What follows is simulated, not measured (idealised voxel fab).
This section sets out a process module, namely voxel wiring stack.
This is section cut - it's 230 nm across, gridded in 5 nm square cells.
When this document writes out a cross-section, it uses a grid of square cells and lists it as bands, beginning at the top and moving down, with a band standing for one or more rows of cells. Look at the band entry: it leads with the top's height and the bottom's height in nm. Then it lists the materials left to right, with a width in nm for each. The word "all across" on a single material says that material fills the band edge to edge. The word "air" is empty space. Beneath 0, the wafer as received is one material, and that level is where height counting begins. The lowest band goes on downward without a bottom; it is written like "0 nm and below". The width entry "30 to 40" should be interpreted row by row: the top row of cells in the band takes the first number, the bottom row takes the second number, and the change between adjacent rows is uniform throughout. The cross-section has no changed cell in any step marked "changes: none". In the "Enclosed empty spaces" entry, you get each enclosed empty space of 8 cells or more, one with no open way to the top, written width x height at distance, distance from the left edge, in nm. Formally, on a step line, whatever follows the settings is a remark that the simulator itself makes on the step. overlay nm: right-of-plan distance of the mask on a masked step; negative values mean left-of-plan.
[So here's the lineup of process steps we planned]
1) RECEIVE, material Si
2) CONFORMAL_DEP, material SiO2, thk nm 10
3) DIRECTIONAL_DEP, material TiN, thk nm 5
4) DIRECTIONAL_DEP, material Ru, thk nm 25
5) PATTERN, tone cover, mask id METAL_1, material resist, width nm 25, pitch nm 55, thk nm 20, overlay nm 0
6) DIRECTIONAL_ETCH, etch materials Ru, depth nm 25
7) DIRECTIONAL_ETCH, etch materials TiN, depth nm 5
8) STRIP, etch materials resist
9) FILL_DEP, material SiO2, thk nm 10
10) CMP, height nm 40
11) CONFORMAL_DEP, material SiCN, thk nm 5
12) DIRECTIONAL_DEP, material lowk, thk nm 20
13) MASKED_ETCH, tone open, mask id PLUG_1, width nm 15, pitch nm 55, etch materials lowk, depth nm 20, overlay nm 0
14) MASKED_ETCH, tone open, mask id PLUG_1, width nm 15, pitch nm 55, etch materials SiCN, depth nm 5, overlay nm 0
15) EPI, material Ru, thk nm 10
16) EPI, material Ru, thk nm 10
17) EPI, material Ru, thk nm 5
18) CONFORMAL_DEP, material SiN, thk nm 5
19) DIRECTIONAL_DEP, material lowk, thk nm 20
20) MASKED_ETCH, tone open, mask id METAL_2, width nm 25, pitch nm 55, etch materials lowk, depth nm 20, overlay nm 0
21) MASKED_ETCH, tone open, mask id METAL_2, width nm 25, pitch nm 55, etch materials SiN, depth nm 5, overlay nm 0
22) CONFORMAL_DEP, material TiN, thk nm 5
23) FILL_DEP, material Ru, thk nm 10
24) CMP, height nm 90
25) EPI, material Ru, thk nm 5
26) FILL_DEP, material SiCN, thk nm 5
27) DIRECTIONAL_DEP, material lowk, thk nm 35
28) DIRECTIONAL_DEP, material aC, thk nm 10
29) PATTERN, tone open, mask id METAL_3, material resist, width nm 25, pitch nm 55, thk nm 25, overlay nm 0
30) DIRECTIONAL_ETCH, etch materials aC, depth nm 10
31) STRIP, etch materials resist
32) DIRECTIONAL_ETCH, etch materials lowk, depth nm 20
33) STRIP, etch materials aC
34) DIRECTIONAL_DEP, material aC, thk nm 10
35) PATTERN, tone open, mask id METAL_3_HOLES, material resist, width nm 15, pitch nm 55, thk nm 30, overlay nm 0
36) DIRECTIONAL_ETCH, etch materials aC, depth nm 10
37) STRIP, etch materials resist
38) DIRECTIONAL_ETCH, etch materials lowk, depth nm 15
39) DIRECTIONAL_ETCH, etch materials SiCN, depth nm 5
40) STRIP, etch materials aC
41) CONFORMAL_DEP, material TiN, thk nm 5
42) FILL_DEP, material Cu, thk nm 10
43) CMP, height nm 135
44) CONFORMAL_DEP, material SiN, thk nm 5
[Run as planned: first of two wafers]
[as received, after step 1]
    0 nm and below | Si all across
    Enclosed empty spaces: none
[Step 2 done - wafer cross-section]
    10 nm to 0 nm | SiO2 all across
    Unchanged below 0.
[Step 3 done - wafer cross-section]
    15 nm to 10 nm | TiN all across
    Unchanged below 10.
[Step 4 done - wafer cross-section]
    40 nm to 15 nm | Ru all across
    Unchanged below 15.
[Step 5 done - wafer cross-section]
    60 nm to 40 nm | 75 air, then 25 resist, then 30 air, then 25 resist, then 75 air
    Unchanged below 40.
[Step 6 done - wafer cross-section]
    60 nm to 40 nm | 75 air, then 25 resist, then 30 air, then 25 resist, then 75 air
    40 nm to 15 nm | 75 air, then 25 Ru, then 30 air, then 25 Ru, then 75 air
    Unchanged below 15.
[Step 7 done - wafer cross-section]
    60 nm to 40 nm | 75 air, then 25 resist, then 30 air, then 25 resist, then 75 air
    40 nm to 15 nm | 75 air, then 25 Ru, then 30 air, then 25 Ru, then 75 air
    15 nm to 10 nm | 75 air, then 25 TiN, then 30 air, then 25 TiN, then 75 air
    Unchanged below 10.
[Step 8 done - wafer cross-section]
    40 nm to 15 nm | 75 air, then 25 Ru, then 30 air, then 25 Ru, then 75 air
    Unchanged below 15.
[Step 9 done - wafer cross-section]
    50 nm to 40 nm | SiO2 all across
    40 nm to 15 nm | 75 SiO2, then 25 Ru, then 30 SiO2, then 25 Ru, then 75 SiO2
    15 nm to 10 nm | 75 SiO2, then 25 TiN, then 30 SiO2, then 25 TiN, then 75 SiO2
    Unchanged below 10.
[Step 10 done - wafer cross-section]
    40 nm to 15 nm | 75 SiO2, then 25 Ru, then 30 SiO2, then 25 Ru, then 75 SiO2
    Unchanged below 15.
[Step 11 done - wafer cross-section]
    45 nm to 40 nm | SiCN all across
    Unchanged below 40.
[Step 12 done - wafer cross-section]
    65 nm to 45 nm | lowk all across
    Unchanged below 45.
[Step 13 done - wafer cross-section]
    65 nm to 45 nm | 75 lowk, then 15 air, then 40 lowk, then 15 air, then 85 lowk
    Unchanged below 45.
[Step 14 done - wafer cross-section]
    65 nm to 45 nm | 75 lowk, then 15 air, then 40 lowk, then 15 air, then 85 lowk
    45 nm to 40 nm | 75 SiCN, then 15 air, then 40 SiCN, then 15 air, then 85 SiCN
    Unchanged below 40.
[Step 15 done - wafer cross-section]
    65 nm to 50 nm | 75 lowk, then 15 air, then 40 lowk, then 15 air, then 85 lowk
    50 nm to 45 nm | 75 lowk, then 15 Ru, then 40 lowk, then 15 Ru, then 85 lowk
    45 nm to 40 nm | 75 SiCN, then 15 Ru, then 40 SiCN, then 15 Ru, then 85 SiCN
    Unchanged below 40.
[Step 16 done - wafer cross-section]
    65 nm to 60 nm | 75 lowk, then 15 air, then 40 lowk, then 15 air, then 85 lowk
    60 nm to 45 nm | 75 lowk, then 15 Ru, then 40 lowk, then 15 Ru, then 85 lowk
    Unchanged below 45.
[Step 17 done - wafer cross-section]
    65 nm to 45 nm | 75 lowk, then 15 Ru, then 40 lowk, then 15 Ru, then 85 lowk
    Unchanged below 45.
[Step 18 done - wafer cross-section]
    70 nm to 65 nm | SiN all across
    Unchanged below 65.
[Step 19 done - wafer cross-section]
    90 nm to 70 nm | lowk all across
    Unchanged below 70.
[Step 20 done - wafer cross-section]
    90 nm to 70 nm | 75 lowk, then 25 air, then 30 lowk, then 25 air, then 75 lowk
    Unchanged below 70.
[Step 21 done - wafer cross-section]
    90 nm to 70 nm | 75 lowk, then 25 air, then 30 lowk, then 25 air, then 75 lowk
    70 nm to 65 nm | 75 SiN, then 25 air, then 30 SiN, then 25 air, then 75 SiN
    Unchanged below 65.
[Step 22 done - wafer cross-section]
    95 nm to 90 nm | 80 TiN, then 15 air, then 40 TiN, then 15 air, then 80 TiN
    90 nm to 70 nm | 75 lowk, then 5 TiN, then 15 air, then 5 TiN, then 30 lowk, then 5 TiN, then 15 air, then 5 TiN, then 75 lowk
    70 nm to 65 nm | 75 SiN, then 25 TiN, then 30 SiN, then 25 TiN, then 75 SiN
    Unchanged below 65.
[Step 23 done - wafer cross-section]
    105 nm to 95 nm | Ru all across
    95 nm to 90 nm | 80 TiN, then 15 Ru, then 40 TiN, then 15 Ru, then 80 TiN
    90 nm to 70 nm | 75 lowk, then 5 TiN, then 15 Ru, then 5 TiN, then 30 lowk, then 5 TiN, then 15 Ru, then 5 TiN, then 75 lowk
    Unchanged below 70.
[Step 24 done - wafer cross-section]
    90 nm to 70 nm | 75 lowk, then 5 TiN, then 15 Ru, then 5 TiN, then 30 lowk, then 5 TiN, then 15 Ru, then 5 TiN, then 75 lowk
    Unchanged below 70.
[Step 25 done - wafer cross-section]
    95 nm to 90 nm | 70 air, then 35 Ru, then 20 air, then 35 Ru, then 70 air
    Unchanged below 90.
[Step 26 done - wafer cross-section]
    100 nm to 95 nm | SiCN all across
    95 nm to 90 nm | 70 SiCN, then 35 Ru, then 20 SiCN, then 35 Ru, then 70 SiCN
    Unchanged below 90.
[Step 27 done - wafer cross-section]
    135 nm to 100 nm | lowk all across
    Unchanged below 100.
[Step 28 done - wafer cross-section]
    145 nm to 135 nm | aC all across
    Unchanged below 135.
[Step 29 done - wafer cross-section]
    170 nm to 145 nm | 75 resist, then 25 air, then 30 resist, then 25 air, then 75 resist
    Unchanged below 145.
[Step 30 done - wafer cross-section]
    160 nm to 145 nm | 75 resist, then 25 air, then 30 resist, then 25 air, then 75 resist
    145 nm to 135 nm | 75 aC, then 25 air, then 30 aC, then 25 air, then 75 aC
    Unchanged below 135.
[Step 31 done - wafer cross-section]
    145 nm to 135 nm | 75 aC, then 25 air, then 30 aC, then 25 air, then 75 aC
    Unchanged below 135.
[Step 32 done - wafer cross-section]
    145 nm to 135 nm | 75 aC, then 25 air, then 30 aC, then 25 air, then 75 aC
    135 nm to 115 nm | 75 lowk, then 25 air, then 30 lowk, then 25 air, then 75 lowk
    Unchanged below 115.
[Step 33 done - wafer cross-section]
    135 nm to 115 nm | 75 lowk, then 25 air, then 30 lowk, then 25 air, then 75 lowk
    Unchanged below 115.
[Step 34 done - wafer cross-section]
    145 nm to 135 nm | 75 aC, then 25 air, then 30 aC, then 25 air, then 75 aC
    135 nm to 125 nm | 75 lowk, then 25 air, then 30 lowk, then 25 air, then 75 lowk
    125 nm to 115 nm | 75 lowk, then 25 aC, then 30 lowk, then 25 aC, then 75 lowk
    Unchanged below 115.
[Step 35 done - wafer cross-section]
    175 nm to 145 nm | 75 resist, then 15 air, then 40 resist, then 15 air, then 85 resist
    145 nm to 135 nm | 75 aC, then 15 air, then 10 resist, then 30 aC, then 15 air, then 10 resist, then 75 aC
    135 nm to 125 nm | 75 lowk, then 15 air, then 10 resist, then 30 lowk, then 15 air, then 10 resist, then 75 lowk
    Unchanged below 125.
[Step 36 done - wafer cross-section]
    165 nm to 145 nm | 75 resist, then 15 air, then 40 resist, then 15 air, then 85 resist
    145 nm to 135 nm | 75 aC, then 15 air, then 10 resist, then 30 aC, then 15 air, then 10 resist, then 75 aC
    135 nm to 125 nm | 75 lowk, then 15 air, then 10 resist, then 30 lowk, then 15 air, then 10 resist, then 75 lowk
    125 nm to 115 nm | 75 lowk, then 15 air, then 10 aC, then 30 lowk, then 15 air, then 10 aC, then 75 lowk
    Unchanged below 115.
[Step 37 done - wafer cross-section]
    145 nm to 135 nm | 75 aC, then 25 air, then 30 aC, then 25 air, then 75 aC
    135 nm to 125 nm | 75 lowk, then 25 air, then 30 lowk, then 25 air, then 75 lowk
    Unchanged below 125.
[Step 38 done - wafer cross-section]
    145 nm to 135 nm | 75 aC, then 25 air, then 30 aC, then 25 air, then 75 aC
    135 nm to 125 nm | 75 lowk, then 25 air, then 30 lowk, then 25 air, then 75 lowk
    125 nm to 115 nm | 75 lowk, then 15 air, then 10 aC, then 30 lowk, then 15 air, then 10 aC, then 75 lowk
    115 nm to 100 nm | 75 lowk, then 15 air, then 40 lowk, then 15 air, then 85 lowk
    Unchanged below 100.
[Step 39 done - wafer cross-section]
    145 nm to 135 nm | 75 aC, then 25 air, then 30 aC, then 25 air, then 75 aC
    135 nm to 125 nm | 75 lowk, then 25 air, then 30 lowk, then 25 air, then 75 lowk
    125 nm to 115 nm | 75 lowk, then 15 air, then 10 aC, then 30 lowk, then 15 air, then 10 aC, then 75 lowk
    115 nm to 100 nm | 75 lowk, then 15 air, then 40 lowk, then 15 air, then 85 lowk
    100 nm to 95 nm | 75 SiCN, then 15 air, then 40 SiCN, then 15 air, then 85 SiCN
    Unchanged below 95.
[Step 40 done - wafer cross-section]
    135 nm to 115 nm | 75 lowk, then 25 air, then 30 lowk, then 25 air, then 75 lowk
    Unchanged below 115.
[Step 41 done - wafer cross-section]
    140 nm to 135 nm | 80 TiN, then 15 air, then 40 TiN, then 15 air, then 80 TiN
    135 nm to 120 nm | 75 lowk, then 5 TiN, then 15 air, then 5 TiN, then 30 lowk, then 5 TiN, then 15 air, then 5 TiN, then 75 lowk
    120 nm to 115 nm | 75 lowk, then 5 TiN, then 5 air, then 15 TiN, then 30 lowk, then 5 TiN, then 5 air, then 15 TiN, then 75 lowk
    115 nm to 100 nm | 75 lowk, then 5 TiN, then 5 air, then 5 TiN, then 40 lowk, then 5 TiN, then 5 air, then 5 TiN, then 85 lowk
    100 nm to 95 nm | 75 SiCN, then 15 TiN, then 40 SiCN, then 15 TiN, then 85 SiCN
    Unchanged below 95.
[Step 42 done - wafer cross-section]
    150 nm to 140 nm | Cu all across
    140 nm to 135 nm | 80 TiN, then 15 Cu, then 40 TiN, then 15 Cu, then 80 TiN
    135 nm to 120 nm | 75 lowk, then 5 TiN, then 15 Cu, then 5 TiN, then 30 lowk, then 5 TiN, then 15 Cu, then 5 TiN, then 75 lowk
    120 nm to 115 nm | 75 lowk, then 5 TiN, then 5 Cu, then 15 TiN, then 30 lowk, then 5 TiN, then 5 Cu, then 15 TiN, then 75 lowk
    115 nm to 100 nm | 75 lowk, then 5 TiN, then 5 Cu, then 5 TiN, then 40 lowk, then 5 TiN, then 5 Cu, then 5 TiN, then 85 lowk
    Unchanged below 100.
[Step 43 done - wafer cross-section]
    135 nm to 120 nm | 75 lowk, then 5 TiN, then 15 Cu, then 5 TiN, then 30 lowk, then 5 TiN, then 15 Cu, then 5 TiN, then 75 lowk
    Unchanged below 120.
[Step 44 done - wafer cross-section]
    140 nm to 135 nm | SiN all across
    Unchanged below 135.
[Now the other wafer: same start, same recipe, but we messed up one thing when running it. Up to and including step 4 it's the same as the first one]
[X-section, second wafer, when step 5 was due to finish]
    60 nm to 40 nm | 80 air, then 20 resist, then 35 air, then 20 resist, then 75 air
    Unchanged below 40.
[X-section, second wafer, when step 6 was due to finish]
    60 nm to 40 nm | 80 air, then 20 resist, then 35 air, then 20 resist, then 75 air
    40 nm to 15 nm | 80 air, then 20 Ru, then 35 air, then 20 Ru, then 75 air
    Unchanged below 15.
[X-section, second wafer, when step 7 was due to finish]
    60 nm to 40 nm | 80 air, then 20 resist, then 35 air, then 20 resist, then 75 air
    40 nm to 15 nm | 80 air, then 20 Ru, then 35 air, then 20 Ru, then 75 air
    15 nm to 10 nm | 80 air, then 20 TiN, then 35 air, then 20 TiN, then 75 air
    Unchanged below 10.
[X-section, second wafer, when step 8 was due to finish]
    40 nm to 15 nm | 80 air, then 20 Ru, then 35 air, then 20 Ru, then 75 air
    Unchanged below 15.
[X-section, second wafer, when step 9 was due to finish]
    50 nm to 40 nm | SiO2 all across
    40 nm to 15 nm | 80 SiO2, then 20 Ru, then 35 SiO2, then 20 Ru, then 75 SiO2
    15 nm to 10 nm | 80 SiO2, then 20 TiN, then 35 SiO2, then 20 TiN, then 75 SiO2
    Unchanged below 10.
[X-section, second wafer, when step 10 was due to finish]
    40 nm to 15 nm | 80 SiO2, then 20 Ru, then 35 SiO2, then 20 Ru, then 75 SiO2
    Unchanged below 15.
[X-section, second wafer, when step 11 was due to finish]
    45 nm to 40 nm | SiCN all across
    Unchanged below 40.
[X-section, second wafer, when step 12 was due to finish]
    65 nm to 45 nm | lowk all across
    Unchanged below 45.
[X-section, second wafer, when step 13 was due to finish]
    65 nm to 45 nm | 75 lowk, then 15 air, then 40 lowk, then 15 air, then 85 lowk
    Unchanged below 45.
[X-section, second wafer, when step 14 was due to finish]
    65 nm to 45 nm | 75 lowk, then 15 air, then 40 lowk, then 15 air, then 85 lowk
    45 nm to 40 nm | 75 SiCN, then 15 air, then 40 SiCN, then 15 air, then 85 SiCN
    Unchanged below 40.
[X-section, second wafer, when step 15 was due to finish]
    65 nm to 50 nm | 75 lowk, then 15 air, then 40 lowk, then 15 air, then 85 lowk
    50 nm to 45 nm | 75 lowk, then 15 Ru, then 40 lowk, then 15 Ru, then 85 lowk
    45 nm to 40 nm | 75 SiCN, then 15 Ru, then 40 SiCN, then 15 Ru, then 85 SiCN
    Unchanged below 40.
[X-section, second wafer, when step 16 was due to finish]
    65 nm to 60 nm | 75 lowk, then 15 air, then 40 lowk, then 15 air, then 85 lowk
    60 nm to 45 nm | 75 lowk, then 15 Ru, then 40 lowk, then 15 Ru, then 85 lowk
    Unchanged below 45.
[X-section, second wafer, when step 17 was due to finish]
    65 nm to 45 nm | 75 lowk, then 15 Ru, then 40 lowk, then 15 Ru, then 85 lowk
    Unchanged below 45.
[X-section, second wafer, when step 18 was due to finish]
    70 nm to 65 nm | SiN all across
    Unchanged below 65.
[X-section, second wafer, when step 19 was due to finish]
    90 nm to 70 nm | lowk all across
    Unchanged below 70.
[X-section, second wafer, when step 20 was due to finish]
    90 nm to 70 nm | 75 lowk, then 25 air, then 30 lowk, then 25 air, then 75 lowk
    Unchanged below 70.
[X-section, second wafer, when step 21 was due to finish]
    90 nm to 70 nm | 75 lowk, then 25 air, then 30 lowk, then 25 air, then 75 lowk
    70 nm to 65 nm | 75 SiN, then 25 air, then 30 SiN, then 25 air, then 75 SiN
    Unchanged below 65.
[X-section, second wafer, when step 22 was due to finish]
    95 nm to 90 nm | 80 TiN, then 15 air, then 40 TiN, then 15 air, then 80 TiN
    90 nm to 70 nm | 75 lowk, then 5 TiN, then 15 air, then 5 TiN, then 30 lowk, then 5 TiN, then 15 air, then 5 TiN, then 75 lowk
    70 nm to 65 nm | 75 SiN, then 25 TiN, then 30 SiN, then 25 TiN, then 75 SiN
    Unchanged below 65.
[X-section, second wafer, when step 23 was due to finish]
    105 nm to 95 nm | Ru all across
    95 nm to 90 nm | 80 TiN, then 15 Ru, then 40 TiN, then 15 Ru, then 80 TiN
    90 nm to 70 nm | 75 lowk, then 5 TiN, then 15 Ru, then 5 TiN, then 30 lowk, then 5 TiN, then 15 Ru, then 5 TiN, then 75 lowk
    Unchanged below 70.
[X-section, second wafer, when step 24 was due to finish]
    90 nm to 70 nm | 75 lowk, then 5 TiN, then 15 Ru, then 5 TiN, then 30 lowk, then 5 TiN, then 15 Ru, then 5 TiN, then 75 lowk
    Unchanged below 70.
[X-section, second wafer, when step 25 was due to finish]
    95 nm to 90 nm | 70 air, then 35 Ru, then 20 air, then 35 Ru, then 70 air
    Unchanged below 90.
[X-section, second wafer, when step 26 was due to finish]
    100 nm to 95 nm | SiCN all across
    95 nm to 90 nm | 70 SiCN, then 35 Ru, then 20 SiCN, then 35 Ru, then 70 SiCN
    Unchanged below 90.
[X-section, second wafer, when step 27 was due to finish]
    135 nm to 100 nm | lowk all across
    Unchanged below 100.
[X-section, second wafer, when step 28 was due to finish]
    145 nm to 135 nm | aC all across
    Unchanged below 135.
[X-section, second wafer, when step 29 was due to finish]
    170 nm to 145 nm | 75 resist, then 25 air, then 30 resist, then 25 air, then 75 resist
    Unchanged below 145.
[X-section, second wafer, when step 30 was due to finish]
    160 nm to 145 nm | 75 resist, then 25 air, then 30 resist, then 25 air, then 75 resist
    145 nm to 135 nm | 75 aC, then 25 air, then 30 aC, then 25 air, then 75 aC
    Unchanged below 135.
[X-section, second wafer, when step 31 was due to finish]
    145 nm to 135 nm | 75 aC, then 25 air, then 30 aC, then 25 air, then 75 aC
    Unchanged below 135.
[X-section, second wafer, when step 32 was due to finish]
    145 nm to 135 nm | 75 aC, then 25 air, then 30 aC, then 25 air, then 75 aC
    135 nm to 115 nm | 75 lowk, then 25 air, then 30 lowk, then 25 air, then 75 lowk
    Unchanged below 115.
[X-section, second wafer, when step 33 was due to finish]
    135 nm to 115 nm | 75 lowk, then 25 air, then 30 lowk, then 25 air, then 75 lowk
    Unchanged below 115.
[X-section, second wafer, when step 34 was due to finish]
    145 nm to 135 nm | 75 aC, then 25 air, then 30 aC, then 25 air, then 75 aC
    135 nm to 125 nm | 75 lowk, then 25 air, then 30 lowk, then 25 air, then 75 lowk
    125 nm to 115 nm | 75 lowk, then 25 aC, then 30 lowk, then 25 aC, then 75 lowk
    Unchanged below 115.
[X-section, second wafer, when step 35 was due to finish]
    175 nm to 145 nm | 75 resist, then 15 air, then 40 resist, then 15 air, then 85 resist
    145 nm to 135 nm | 75 aC, then 15 air, then 10 resist, then 30 aC, then 15 air, then 10 resist, then 75 aC
    135 nm to 125 nm | 75 lowk, then 15 air, then 10 resist, then 30 lowk, then 15 air, then 10 resist, then 75 lowk
    Unchanged below 125.
[X-section, second wafer, when step 36 was due to finish]
    165 nm to 145 nm | 75 resist, then 15 air, then 40 resist, then 15 air, then 85 resist
    145 nm to 135 nm | 75 aC, then 15 air, then 10 resist, then 30 aC, then 15 air, then 10 resist, then 75 aC
    135 nm to 125 nm | 75 lowk, then 15 air, then 10 resist, then 30 lowk, then 15 air, then 10 resist, then 75 lowk
    125 nm to 115 nm | 75 lowk, then 15 air, then 10 aC, then 30 lowk, then 15 air, then 10 aC, then 75 lowk
    Unchanged below 115.
[X-section, second wafer, when step 37 was due to finish]
    145 nm to 135 nm | 75 aC, then 25 air, then 30 aC, then 25 air, then 75 aC
    135 nm to 125 nm | 75 lowk, then 25 air, then 30 lowk, then 25 air, then 75 lowk
    Unchanged below 125.
[X-section, second wafer, when step 38 was due to finish]
    145 nm to 135 nm | 75 aC, then 25 air, then 30 aC, then 25 air, then 75 aC
    135 nm to 125 nm | 75 lowk, then 25 air, then 30 lowk, then 25 air, then 75 lowk
    125 nm to 115 nm | 75 lowk, then 15 air, then 10 aC, then 30 lowk, then 15 air, then 10 aC, then 75 lowk
    115 nm to 100 nm | 75 lowk, then 15 air, then 40 lowk, then 15 air, then 85 lowk
    Unchanged below 100.
[X-section, second wafer, when step 39 was due to finish]
    145 nm to 135 nm | 75 aC, then 25 air, then 30 aC, then 25 air, then 75 aC
    135 nm to 125 nm | 75 lowk, then 25 air, then 30 lowk, then 25 air, then 75 lowk
    125 nm to 115 nm | 75 lowk, then 15 air, then 10 aC, then 30 lowk, then 15 air, then 10 aC, then 75 lowk
    115 nm to 100 nm | 75 lowk, then 15 air, then 40 lowk, then 15 air, then 85 lowk
    100 nm to 95 nm | 75 SiCN, then 15 air, then 40 SiCN, then 15 air, then 85 SiCN
    Unchanged below 95.
[X-section, second wafer, when step 40 was due to finish]
    135 nm to 115 nm | 75 lowk, then 25 air, then 30 lowk, then 25 air, then 75 lowk
    Unchanged below 115.
[X-section, second wafer, when step 41 was due to finish]
    140 nm to 135 nm | 80 TiN, then 15 air, then 40 TiN, then 15 air, then 80 TiN
    135 nm to 120 nm | 75 lowk, then 5 TiN, then 15 air, then 5 TiN, then 30 lowk, then 5 TiN, then 15 air, then 5 TiN, then 75 lowk
    120 nm to 115 nm | 75 lowk, then 5 TiN, then 5 air, then 15 TiN, then 30 lowk, then 5 TiN, then 5 air, then 15 TiN, then 75 lowk
    115 nm to 100 nm | 75 lowk, then 5 TiN, then 5 air, then 5 TiN, then 40 lowk, then 5 TiN, then 5 air, then 5 TiN, then 85 lowk
    100 nm to 95 nm | 75 SiCN, then 15 TiN, then 40 SiCN, then 15 TiN, then 85 SiCN
    Unchanged below 95.
[X-section, second wafer, when step 42 was due to finish]
    150 nm to 140 nm | Cu all across
    140 nm to 135 nm | 80 TiN, then 15 Cu, then 40 TiN, then 15 Cu, then 80 TiN
    135 nm to 120 nm | 75 lowk, then 5 TiN, then 15 Cu, then 5 TiN, then 30 lowk, then 5 TiN, then 15 Cu, then 5 TiN, then 75 lowk
    120 nm to 115 nm | 75 lowk, then 5 TiN, then 5 Cu, then 15 TiN, then 30 lowk, then 5 TiN, then 5 Cu, then 15 TiN, then 75 lowk
    115 nm to 100 nm | 75 lowk, then 5 TiN, then 5 Cu, then 5 TiN, then 40 lowk, then 5 TiN, then 5 Cu, then 5 TiN, then 85 lowk
    Unchanged below 100.
[X-section, second wafer, when step 43 was due to finish]
    135 nm to 120 nm | 75 lowk, then 5 TiN, then 15 Cu, then 5 TiN, then 30 lowk, then 5 TiN, then 15 Cu, then 5 TiN, then 75 lowk
    Unchanged below 120.
[X-section, second wafer, when step 44 was due to finish]
    140 nm to 135 nm | SiN all across
    Unchanged below 135.
Finding, execution versus plan: the process deviated at step 5: the operation and settings actually run there were PATTERN, tone cover, mask id METAL_1, material resist, width nm 20, pitch nm 55, thk nm 20, overlay nm 0
At the finish, the second wafer shows more or fewer cells for some materials than the first does: Ru: 10 fewer, SiO2: 12 more, TiN: 2 fewer
